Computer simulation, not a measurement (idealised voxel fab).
process module | voxel capacitor over wiring
The figure presents cross-section cut, which has a width of 205 nm and is divided into square cells with an edge length of 5 nm.
A cross-section is a grid of square cells, given in bands from the top down. A band is one or more rows of cells. Top, bottom (nm), then materials left to right with widths (nm); lone material tagged "edge to edge" fills the whole band edge to edge; "empty" = empty space. Heads up on the height convention: 0 is the point under which the incoming wafer is all one material, and the lowest band has no bottom, it just keeps going down, like "0 and below". Note: "30..40" means the width goes from the first number (top row of the band) to the second number (bottom row) in equal steps per row of cells. "left unchanged" means the step left every cell of the cross-section as it was. Closed-off voids of 8+ cells (no open route to the top) go in "Fully enclosed voids", written width x height at distance from the left edge, in nm. What comes after the settings on a step's line is commentary from the simulator itself on that step. "overlay nm" on a masked step: distance the mask lay right of its planned place, negative for left.
[Process steps (planned)]
step 1: RECEIVE,material Si
step 2: CONFORMAL_DEP,material SiO2,thk nm 10
step 3: DIRECTIONAL_DEP,material TiN,thk nm 5
step 4: DIRECTIONAL_DEP,material Ru,thk nm 20
step 5: DIRECTIONAL_DEP,material aC,thk nm 10
step 6: PATTERN,tone cover,mask id METAL_1,material resist,width nm 30,pitch nm 90,thk nm 30,overlay nm 0
step 7: DIRECTIONAL_ETCH,etch materials aC,depth nm 10
step 8: STRIP,etch materials resist
step 9: DIRECTIONAL_ETCH,etch materials Ru,depth nm 20
step 10: DIRECTIONAL_ETCH,etch materials TiN,depth nm 5
step 11: STRIP,etch materials aC
step 12: FILL_DEP,material lowk,thk nm 10
step 13: CMP,height nm 35
step 14: CONFORMAL_DEP,material SiCN,thk nm 5
step 15: DIRECTIONAL_DEP,material lowk,thk nm 15
step 16: DIRECTIONAL_DEP,material aC,thk nm 10
step 17: PATTERN,tone open,mask id PLUG_1,material resist,width nm 15,thk nm 30,overlay nm 0
step 18: DIRECTIONAL_ETCH,etch materials aC,depth nm 10
step 19: STRIP,etch materials resist
step 20: DIRECTIONAL_ETCH,etch materials lowk,depth nm 15
step 21: DIRECTIONAL_ETCH,etch materials SiCN,depth nm 5
step 22: STRIP,etch materials aC
step 23: EPI,material Ru,thk nm 10
step 24: EPI,material Ru,thk nm 10
step 25: DIRECTIONAL_DEP,material TiN,thk nm 10
step 26: DIRECTIONAL_DEP,material HfO2,thk nm 5
step 27: DIRECTIONAL_DEP,material TiN,thk nm 5
step 28: DIRECTIONAL_DEP,material aC,thk nm 10
step 29: PATTERN,tone cover,mask id UPPER_PLATE,material resist,width nm 65,thk nm 30,overlay nm 0
step 30: DIRECTIONAL_ETCH,etch materials aC,depth nm 10
step 31: STRIP,etch materials resist
step 32: DIRECTIONAL_ETCH,etch materials TiN,depth nm 5
step 33: DIRECTIONAL_ETCH,etch materials HfO2,depth nm 5
step 34: STRIP,etch materials aC
step 35: PATTERN,tone cover,mask id LOWER_PLATE,material resist,width nm 75,thk nm 20,overlay nm 0
step 36: DIRECTIONAL_ETCH,etch materials TiN,depth nm 10
step 37: STRIP,etch materials resist
step 38: FILL_DEP,material SiO2,thk nm 15
step 39: CMP,height nm 85
step 40: PATTERN,tone open,mask id PLUG_2,material resist,width nm 15,thk nm 15,overlay nm 0
step 41: DIRECTIONAL_ETCH,etch materials SiO2,depth nm 10
step 42: STRIP,etch materials resist
step 43: CONFORMAL_DEP,material TiN,thk nm 5
step 44: FILL_DEP,material Cu,thk nm 10
step 45: CMP,height nm 85
step 46: CONFORMAL_DEP,material SiCN,thk nm 5
[First wafer out of two, processed as planned]
[Wafer at receipt (post step 1), cross-section]
0 and below  Si edge to edge
Fully enclosed voids: none
[The wafer in cross-section once step 2 is complete]
10 down to 0  SiO2 edge to edge
Under 0: no change, same as before.
[The wafer in cross-section once step 3 is complete]
15 down to 10  TiN edge to edge
Under 10: no change, same as before.
[The wafer in cross-section once step 4 is complete]
35 down to 15  Ru edge to edge
Under 15: no change, same as before.
[The wafer in cross-section once step 5 is complete]
45 down to 35  aC edge to edge
Under 35: no change, same as before.
[The wafer in cross-section once step 6 is complete]
75 down to 45  40 empty, then 30 resist, then 60 empty, then 30 resist, then 45 empty
Under 45: no change, same as before.
[The wafer in cross-section once step 7 is complete]
65 down to 45  40 empty, then 30 resist, then 60 empty, then 30 resist, then 45 empty
45 down to 35  40 empty, then 30 aC, then 60 empty, then 30 aC, then 45 empty
Under 35: no change, same as before.
[The wafer in cross-section once step 8 is complete]
45 down to 35  40 empty, then 30 aC, then 60 empty, then 30 aC, then 45 empty
Under 35: no change, same as before.
[The wafer in cross-section once step 9 is complete]
45 down to 35  40 empty, then 30 aC, then 60 empty, then 30 aC, then 45 empty
35 down to 15  40 empty, then 30 Ru, then 60 empty, then 30 Ru, then 45 empty
Under 15: no change, same as before.
[The wafer in cross-section once step 10 is complete]
45 down to 35  40 empty, then 30 aC, then 60 empty, then 30 aC, then 45 empty
35 down to 15  40 empty, then 30 Ru, then 60 empty, then 30 Ru, then 45 empty
15 down to 10  40 empty, then 30 TiN, then 60 empty, then 30 TiN, then 45 empty
Under 10: no change, same as before.
[The wafer in cross-section once step 11 is complete]
35 down to 15  40 empty, then 30 Ru, then 60 empty, then 30 Ru, then 45 empty
Under 15: no change, same as before.
[The wafer in cross-section once step 12 is complete]
45 down to 35  lowk edge to edge
35 down to 15  40 lowk, then 30 Ru, then 60 lowk, then 30 Ru, then 45 lowk
15 down to 10  40 lowk, then 30 TiN, then 60 lowk, then 30 TiN, then 45 lowk
Under 10: no change, same as before.
[The wafer in cross-section once step 13 is complete]
35 down to 15  40 lowk, then 30 Ru, then 60 lowk, then 30 Ru, then 45 lowk
Under 15: no change, same as before.
[The wafer in cross-section once step 14 is complete]
40 down to 35  SiCN edge to edge
Under 35: no change, same as before.
[The wafer in cross-section once step 15 is complete]
55 down to 40  lowk edge to edge
Under 40: no change, same as before.
[The wafer in cross-section once step 16 is complete]
65 down to 55  aC edge to edge
Under 55: no change, same as before.
[The wafer in cross-section once step 17 is complete]
95 down to 65  55 resist, then 15 empty, then 135 resist
Under 65: no change, same as before.
[The wafer in cross-section once step 18 is complete]
85 down to 65  55 resist, then 15 empty, then 135 resist
65 down to 55  55 aC, then 15 empty, then 135 aC
Under 55: no change, same as before.
[The wafer in cross-section once step 19 is complete]
65 down to 55  55 aC, then 15 empty, then 135 aC
Under 55: no change, same as before.
[The wafer in cross-section once step 20 is complete]
65 down to 55  55 aC, then 15 empty, then 135 aC
55 down to 40  55 lowk, then 15 empty, then 135 lowk
Under 40: no change, same as before.
[The wafer in cross-section once step 21 is complete]
65 down to 55  55 aC, then 15 empty, then 135 aC
55 down to 40  55 lowk, then 15 empty, then 135 lowk
40 down to 35  55 SiCN, then 15 empty, then 135 SiCN
Under 35: no change, same as before.
[The wafer in cross-section once step 22 is complete]
55 down to 40  55 lowk, then 15 empty, then 135 lowk
Under 40: no change, same as before.
[The wafer in cross-section once step 23 is complete]
55 down to 45  55 lowk, then 15 empty, then 135 lowk
45 down to 40  55 lowk, then 15 Ru, then 135 lowk
40 down to 35  55 SiCN, then 15 Ru, then 135 SiCN
Under 35: no change, same as before.
[The wafer in cross-section once step 24 is complete]
55 down to 40  55 lowk, then 15 Ru, then 135 lowk
Under 40: no change, same as before.
[The wafer in cross-section once step 25 is complete]
65 down to 55  TiN edge to edge
Under 55: no change, same as before.
[The wafer in cross-section once step 26 is complete]
70 down to 65  HfO2 edge to edge
Under 65: no change, same as before.
[The wafer in cross-section once step 27 is complete]
75 down to 70  TiN edge to edge
Under 70: no change, same as before.
[The wafer in cross-section once step 28 is complete]
85 down to 75  aC edge to edge
Under 75: no change, same as before.
[The wafer in cross-section once step 29 is complete]
115 down to 85  55 empty, then 65 resist, then 85 empty
Under 85: no change, same as before.
[The wafer in cross-section once step 30 is complete]
105 down to 85  55 empty, then 65 resist, then 85 empty
85 down to 75  55 empty, then 65 aC, then 85 empty
Under 75: no change, same as before.
[The wafer in cross-section once step 31 is complete]
85 down to 75  55 empty, then 65 aC, then 85 empty
Under 75: no change, same as before.
[The wafer in cross-section once step 32 is complete]
85 down to 75  55 empty, then 65 aC, then 85 empty
75 down to 70  55 empty, then 65 TiN, then 85 empty
Under 70: no change, same as before.
[The wafer in cross-section once step 33 is complete]
85 down to 75  55 empty, then 65 aC, then 85 empty
75 down to 70  55 empty, then 65 TiN, then 85 empty
70 down to 65  55 empty, then 65 HfO2, then 85 empty
Under 65: no change, same as before.
[The wafer in cross-section once step 34 is complete]
75 down to 70  55 empty, then 65 TiN, then 85 empty
Under 70: no change, same as before.
[The wafer in cross-section once step 35 is complete]
95 down to 75  50 empty, then 75 resist, then 80 empty
75 down to 70  50 empty, then 5 resist, then 65 TiN, then 5 resist, then 80 empty
70 down to 65  50 empty, then 5 resist, then 65 HfO2, then 5 resist, then 80 empty
Under 65: no change, same as before.
[The wafer in cross-section once step 36 is complete]
95 down to 75  50 empty, then 75 resist, then 80 empty
75 down to 70  50 empty, then 5 resist, then 65 TiN, then 5 resist, then 80 empty
70 down to 65  50 empty, then 5 resist, then 65 HfO2, then 5 resist, then 80 empty
65 down to 55  50 empty, then 75 TiN, then 80 empty
Under 55: no change, same as before.
[The wafer in cross-section once step 37 is complete]
75 down to 70  55 empty, then 65 TiN, then 85 empty
70 down to 65  55 empty, then 65 HfO2, then 85 empty
Under 65: no change, same as before.
[The wafer in cross-section once step 38 is complete]
90 down to 75  SiO2 edge to edge
75 down to 70  55 SiO2, then 65 TiN, then 85 SiO2
70 down to 65  55 SiO2, then 65 HfO2, then 85 SiO2
65 down to 55  50 SiO2, then 75 TiN, then 80 SiO2
Under 55: no change, same as before.
[The wafer in cross-section once step 39 is complete]
85 down to 75  SiO2 edge to edge
Under 75: no change, same as before.
[The wafer in cross-section once step 40 is complete]
100 down to 85  65 resist, then 15 empty, then 125 resist
Under 85: no change, same as before.
[The wafer in cross-section once step 41 is complete]
100 down to 85  65 resist, then 15 empty, then 125 resist
85 down to 75  65 SiO2, then 15 empty, then 125 SiO2
Under 75: no change, same as before.
[The wafer in cross-section once step 42 is complete]
85 down to 75  65 SiO2, then 15 empty, then 125 SiO2
Under 75: no change, same as before.
[The wafer in cross-section once step 43 is complete]
90 down to 85  70 TiN, then 5 empty, then 130 TiN
85 down to 80  65 SiO2, then 5 TiN, then 5 empty, then 5 TiN, then 125 SiO2
80 down to 70  65..55 SiO2, then 15..65 TiN, then 125..85 SiO2
Under 70: no change, same as before.
[The wafer in cross-section once step 44 is complete]
100 down to 90  Cu edge to edge
90 down to 85  70 TiN, then 5 Cu, then 130 TiN
85 down to 80  65 SiO2, then 5 TiN, then 5 Cu, then 5 TiN, then 125 SiO2
Under 80: no change, same as before.
[The wafer in cross-section once step 45 is complete]
85 down to 80  65 SiO2, then 5 TiN, then 5 Cu, then 5 TiN, then 125 SiO2
Under 80: no change, same as before.
[The wafer in cross-section once step 46 is complete]
90 down to 85  SiCN edge to edge
Under 85: no change, same as before.
[Regarding the second of the two wafers: it shared the first wafer's starting condition and process plan, yet one error occurred during its execution. Its history coincides with that of the first wafer up to and including step 14]
[Cross-section of the second wafer when, according to plan, step 15 should have finished]
70 down to 40  lowk edge to edge
Under 40: no change, same as before.
[Cross-section of the second wafer when, according to plan, step 16 should have finished]
80 down to 70  aC edge to edge
Under 70: no change, same as before.
[Cross-section of the second wafer when, according to plan, step 17 should have finished]
110 down to 80  55 resist, then 15 empty, then 135 resist
Under 80: no change, same as before.
[Cross-section of the second wafer when, according to plan, step 18 should have finished]
100 down to 80  55 resist, then 15 empty, then 135 resist
80 down to 70  55 aC, then 15 empty, then 135 aC
Under 70: no change, same as before.
[Cross-section of the second wafer when, according to plan, step 19 should have finished]
80 down to 70  55 aC, then 15 empty, then 135 aC
Under 70: no change, same as before.
[Cross-section of the second wafer when, according to plan, step 20 should have finished]
80 down to 70  55 aC, then 15 empty, then 135 aC
70 down to 55  55 lowk, then 15 empty, then 135 lowk
Under 55: no change, same as before.
Cross-section of the second wafer when, according to plan, step 21 should have finished: left unchanged
[Cross-section of the second wafer when, according to plan, step 22 should have finished]
70 down to 55  55 lowk, then 15 empty, then 135 lowk
Under 55: no change, same as before.
Cross-section of the second wafer when, according to plan, step 23 should have finished: left unchanged
Cross-section of the second wafer when, according to plan, step 24 should have finished: left unchanged
[Cross-section of the second wafer when, according to plan, step 25 should have finished]
80 down to 70  55 TiN, then 15 empty, then 135 TiN
70 down to 65  55 lowk, then 15 empty, then 135 lowk
65 down to 55  55 lowk, then 15 TiN, then 135 lowk
Under 55: no change, same as before.
[Cross-section of the second wafer when, according to plan, step 26 should have finished]
85 down to 80  55 HfO2, then 15 empty, then 135 HfO2
80 down to 70  55 TiN, then 15 empty, then 135 TiN
70 down to 65  55 lowk, then 15 HfO2, then 135 lowk
Under 65: no change, same as before.
[Cross-section of the second wafer when, according to plan, step 27 should have finished]
90 down to 85  55 TiN, then 15 empty, then 135 TiN
85 down to 80  55 HfO2, then 15 empty, then 135 HfO2
80 down to 75  55 TiN, then 15 empty, then 135 TiN
75 down to 70  TiN edge to edge
Under 70: no change, same as before.
[Cross-section of the second wafer when, according to plan, step 28 should have finished]
100 down to 90  55 aC, then 15 empty, then 135 aC
90 down to 85  55 TiN, then 15 empty, then 135 TiN
85 down to 80  55 HfO2, then 15 aC, then 135 HfO2
80 down to 75  55 TiN, then 15 aC, then 135 TiN
Under 75: no change, same as before.
[Cross-section of the second wafer when, according to plan, step 29 should have finished]
130 down to 100  55 empty, then 65 resist, then 85 empty
100 down to 90  55 aC, then 15 resist, then 135 aC
90 down to 85  55 TiN, then 15 resist, then 135 TiN
Under 85: no change, same as before.
[Cross-section of the second wafer when, according to plan, step 30 should have finished]
120 down to 100  55 empty, then 65 resist, then 85 empty
100 down to 90  55 empty, then 15 resist, then 50 aC, then 85 empty
Under 90: no change, same as before.
[Cross-section of the second wafer when, according to plan, step 31 should have finished]
100 down to 90  70 empty, then 50 aC, then 85 empty
90 down to 85  55 TiN, then 15 empty, then 135 TiN
Under 85: no change, same as before.
[Cross-section of the second wafer when, according to plan, step 32 should have finished]
100 down to 90  70 empty, then 50 aC, then 85 empty
90 down to 85  70 empty, then 50 TiN, then 85 empty
Under 85: no change, same as before.
[Cross-section of the second wafer when, according to plan, step 33 should have finished]
100 down to 90  70 empty, then 50 aC, then 85 empty
90 down to 85  70 empty, then 50 TiN, then 85 empty
85 down to 80  55 empty, then 15 aC, then 50 HfO2, then 85 empty
Under 80: no change, same as before.
[Cross-section of the second wafer when, according to plan, step 34 should have finished]
90 down to 85  70 empty, then 50 TiN, then 85 empty
85 down to 80  70 empty, then 50 HfO2, then 85 empty
80 down to 75  55 TiN, then 15 empty, then 135 TiN
Under 75: no change, same as before.
[Cross-section of the second wafer when, according to plan, step 35 should have finished]
110 down to 90  50 empty, then 75 resist, then 80 empty
90 down to 85  50 empty, then 20 resist, then 50 TiN, then 5 resist, then 80 empty
85 down to 80  50 empty, then 20 resist, then 50 HfO2, then 5 resist, then 80 empty
80 down to 75  55 TiN, then 15 resist, then 135 TiN
Under 75: no change, same as before.
[Cross-section of the second wafer when, according to plan, step 36 should have finished]
110 down to 90  50 empty, then 75 resist, then 80 empty
90 down to 85  50 empty, then 20 resist, then 50 TiN, then 5 resist, then 80 empty
85 down to 80  50 empty, then 20 resist, then 50 HfO2, then 5 resist, then 80 empty
80 down to 75  50 empty, then 5 TiN, then 15 resist, then 55 TiN, then 80 empty
75 down to 70  50 empty, then 75 TiN, then 80 empty
Under 70: no change, same as before.
[Cross-section of the second wafer when, according to plan, step 37 should have finished]
90 down to 85  70 empty, then 50 TiN, then 85 empty
85 down to 80  70 empty, then 50 HfO2, then 85 empty
80 down to 75  50 empty, then 5 TiN, then 15 empty, then 55 TiN, then 80 empty
Under 75: no change, same as before.
[Cross-section of the second wafer when, according to plan, step 38 should have finished]
105 down to 90  SiO2 edge to edge
90 down to 85  70 SiO2, then 50 TiN, then 85 SiO2
85 down to 80  70 SiO2, then 50 HfO2, then 85 SiO2
80 down to 75  50 SiO2, then 5 TiN, then 15 SiO2, then 55 TiN, then 80 SiO2
75 down to 70  50 SiO2, then 75 TiN, then 80 SiO2
Under 70: no change, same as before.
[Cross-section of the second wafer when, according to plan, step 39 should have finished]
85 down to 80  70 SiO2, then 50 HfO2, then 85 SiO2
Under 80: no change, same as before.
[Cross-section of the second wafer when, according to plan, step 40 should have finished]
100 down to 85  65 resist, then 15 empty, then 125 resist
Under 85: no change, same as before.
[Cross-section of the second wafer when, according to plan, step 41 should have finished]
100 down to 85  65 resist, then 15 empty, then 125 resist
85 down to 80  65 SiO2, then 5 empty, then 50 HfO2, then 85 SiO2
80 down to 75  50 SiO2, then 5 TiN, then 10 SiO2, then 5 empty, then 55 TiN, then 80 SiO2
Under 75: no change, same as before.
[Cross-section of the second wafer when, according to plan, step 42 should have finished]
85 down to 80  65 SiO2, then 5 empty, then 50 HfO2, then 85 SiO2
Under 80: no change, same as before.
[Cross-section of the second wafer when, according to plan, step 43 should have finished]
90 down to 85  TiN edge to edge
85 down to 80  65 SiO2, then 5 TiN, then 50 HfO2, then 85 SiO2
80 down to 75  50 SiO2, then 5 TiN, then 10 SiO2, then 60 TiN, then 80 SiO2
Under 75: no change, same as before.
[Cross-section of the second wafer when, according to plan, step 44 should have finished]
100 down to 90  Cu edge to edge
Under 90: no change, same as before.
[Cross-section of the second wafer when, according to plan, step 45 should have finished]
85 down to 80  65 SiO2, then 5 TiN, then 50 HfO2, then 85 SiO2
Under 80: no change, same as before.
[Cross-section of the second wafer when, according to plan, step 46 should have finished]
90 down to 85  SiCN edge to edge
Under 85: no change, same as before.
what went wrong: twice, step 15 of the plan was run
Wafer comparison, final, in cells, second relative to first, materials more or fewer: 1 fewer of Cu, 12 fewer of Ru, 3 more of SiCN, 100 fewer of SiO2, 13 fewer of TiN, 123 more of lowk
